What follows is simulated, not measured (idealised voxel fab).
The process module that follows is named voxel gate over fins.
FYI the section here is cut, 250 nm wide, cells are 5 nm squares.
Bands, listed from the top down, are how a cross-section gets written in this document; the cross-section itself is a grid of square cells, and a band is one or more rows of them.
Quick guide to a band line: top height, bottom height (nm) up front; then every material left to right with its width in nm. Only one material and it's marked "everywhere"? Then it fills the band edge to edge. And "air" just means empty space.
We count height from 0. Below that, the starting wafer is all one material. The lowest band never ends at the bottom but goes on down; see "z 0 and below" for how that is written.
The expression "30..40" gives the width at the extremes of the band, the first number at its top row of cells and the second at its bottom row, with the width changing by equal amounts from each row to the next in between.
For the purposes of this document, the phrase "all unchanged" attached to a step denotes that no cell within the cross-section was modified by that step.
For the entry "Closed internal voids", the listed items are empty spaces with no open way to the top whose size is 8 cells or more; each item follows the pattern width x height at distance, where distance is from the left edge and all three are in nm.
Read whatever lies past the settings on a step's line as the simulator's own remark about the step.
"overlay nm", when on a step's line for a step with a mask, measures how far to the right of its planned place the mask lay; a negative measure means to the left.
-- Intended process steps
| 1 | RECEIVE with material Si |
| 2 | CONFORMAL_DEP with material SiN, thk nm 5 |
| 3 | MASKED_ETCH with tone cover, mask id FINS, width nm 15, pitch nm 60, etch materials SiN, depth nm 5, overlay nm 0 |
| 4 | MASKED_ETCH with tone cover, mask id FINS, width nm 15, pitch nm 60, etch materials Si, depth nm 40, overlay nm 0 |
| 5 | OXIDIZE with depth nm 5 |
| 6 | FILL_DEP with material SiO2, thk nm 10 |
| 7 | CMP with height nm 5 |
| 8 | DIRECTIONAL_DEP with material aC, thk nm 10 |
| 9 | PATTERN with tone open, mask id RAIL, material resist, width nm 15, thk nm 30, overlay nm 0 |
| 10 | DIRECTIONAL_ETCH with etch materials aC, depth nm 10 |
| 11 | STRIP with etch materials resist |
| 12 | DIRECTIONAL_ETCH with etch materials SiO2, depth nm 40 |
| 13 | STRIP with etch materials aC |
| 14 | CONFORMAL_DEP with material TiN, thk nm 5 |
| 15 | FILL_DEP with material W, thk nm 10 |
| 16 | CMP with height nm 5 |
| 17 | SELECTIVE_ETCH with etch materials W Ru TiN, depth nm 25 |
| 18 | FILL_DEP with material SiO2, thk nm 5 |
| 19 | CMP with height nm 5 |
| 20 | SELECTIVE_ETCH with etch materials SiO2, depth nm 15 |
| 21 | STRIP with etch materials SiN |
| 22 | CONFORMAL_DEP with material HfO2, thk nm 5 |
| 23 | CONFORMAL_DEP with material TiN, thk nm 5 |
| 24 | CONFORMAL_DEP with material TiAl, thk nm 5 |
| 25 | CONFORMAL_DEP with material TiN, thk nm 5 |
| 26 | FILL_DEP with material W, thk nm 10 |
| 27 | CMP with height nm 25 |
| 28 | CONFORMAL_DEP with material SiN, thk nm 10 |
-- Cross-section, incoming material, after step 1
	z 0 and below: Si everywhere
	Closed internal voids: none
-- Cross-section, first of two wafers, end of module, run as planned
	z 35 to 25: SiN everywhere
	z 25 to 20: W everywhere
	z 20 to 15: W (40); TiN (45); W (15); TiN (45); W (15); TiN (45); W (45)
	z 15 to 10: W (40); TiN (5); TiAl (35); TiN (5); W (15); TiN (5); TiAl (35); TiN (5); W (15); TiN (5); TiAl (35); TiN (5); W (45)
	z 10 to 5: TiN (45); TiAl (5); TiN (25); TiAl (5); TiN (25); TiAl (5); TiN (25); TiAl (5); TiN (25); TiAl (5); TiN (25); TiAl (5); TiN (50)
	z 5 to 0: TiAl (50); TiN (5); HfO2 (15); TiN (5); TiAl (35); TiN (5); HfO2 (15); TiN (5); TiAl (35); TiN (5); HfO2 (15); TiN (5); TiAl (55)
	z 0 to -5: TiN (55); HfO2 (5); Si (5); HfO2 (5); TiN (45); HfO2 (5); Si (5); HfO2 (5); TiN (45); HfO2 (5); Si (5); HfO2 (5); TiN (60)
	z -5 to -10: HfO2 (60); Si (5); HfO2 (55); Si (5); HfO2 (55); Si (5); HfO2 (65)
	z -10 to -20: SiO2 (60); Si (5); SiO2 (55); Si (5); SiO2 (55); Si (5); SiO2 (65)
	z -20 to -30: SiO2 (60); Si (5); SiO2 (20); TiN (5); W (5); TiN (5); SiO2 (20); Si (5); SiO2 (55); Si (5); SiO2 (65)
	z -30 to -35: SiO2 (60); Si (5); SiO2 (20); TiN (15); SiO2 (20); Si (5); SiO2 (55); Si (5); SiO2 (65)
	z -35 to -45: SiO2 (60); Si (5); SiO2 (55); Si (5); SiO2 (55); Si (5); SiO2 (65)
	z -45 and below: Si everywhere
	Closed internal voids: none
-- Cross-section at end of module for the second wafer of two, which matched the first in starting point and plan and differed by one mistake in its processing
	z 35 to 25: SiN everywhere
	z 25 to 20: W everywhere
	z 20 to 15: W (35); TiN (55); W (5); TiN (55); W (5); TiN (55); W (40)
	z 15 to 10: W (35); TiN (5); TiAl (45); TiN (5); W (5); TiN (5); TiAl (45); TiN (5); W (5); TiN (5); TiAl (45); TiN (5); W (40)
	z 10 to 5: TiN (40); TiAl (5); TiN (35); TiAl (5); TiN (15); TiAl (5); TiN (35); TiAl (5); TiN (15); TiAl (5); TiN (35); TiAl (5); TiN (45)
	z 5 to 0: TiAl (45); TiN (5); HfO2 (25); TiN (5); TiAl (25); TiN (5); HfO2 (25); TiN (5); TiAl (25); TiN (5); HfO2 (25); TiN (5); TiAl (50)
	z 0 to -5: TiN (50); HfO2 (5); Si (15); HfO2 (5); TiN (35); HfO2 (5); Si (15); HfO2 (5); TiN (35); HfO2 (5); Si (15); HfO2 (5); TiN (55)
	z -5 to -10: HfO2 (55); Si (15); HfO2 (45); Si (15); HfO2 (45); Si (15); HfO2 (60)
	z -10 to -20: SiO2 (55); Si (15); SiO2 (45); Si (15); SiO2 (45); Si (15); SiO2 (60)
	z -20 to -30: SiO2 (55); Si (15); SiO2 (15); TiN (5); W (5); TiN (5); SiO2 (15); Si (15); SiO2 (45); Si (15); SiO2 (60)
	z -30 to -35: SiO2 (55); Si (15); SiO2 (15); TiN (15); SiO2 (15); Si (15); SiO2 (45); Si (15); SiO2 (60)
	z -35 to -45: SiO2 (55); Si (15); SiO2 (45); Si (15); SiO2 (45); Si (15); SiO2 (60)
	z -45 and below: Si everywhere
	Closed internal voids: none
Error vs. plan: contrary to plan, step 3 was performed as MASKED_ETCH with tone cover, mask id FINS, width nm 25, pitch nm 60, etch materials SiN, depth nm 5, overlay nm 0
Cell-count delta at end, second wafer over first, by material: Si: 54 more, SiO2: 42 fewer, W: 12 fewer
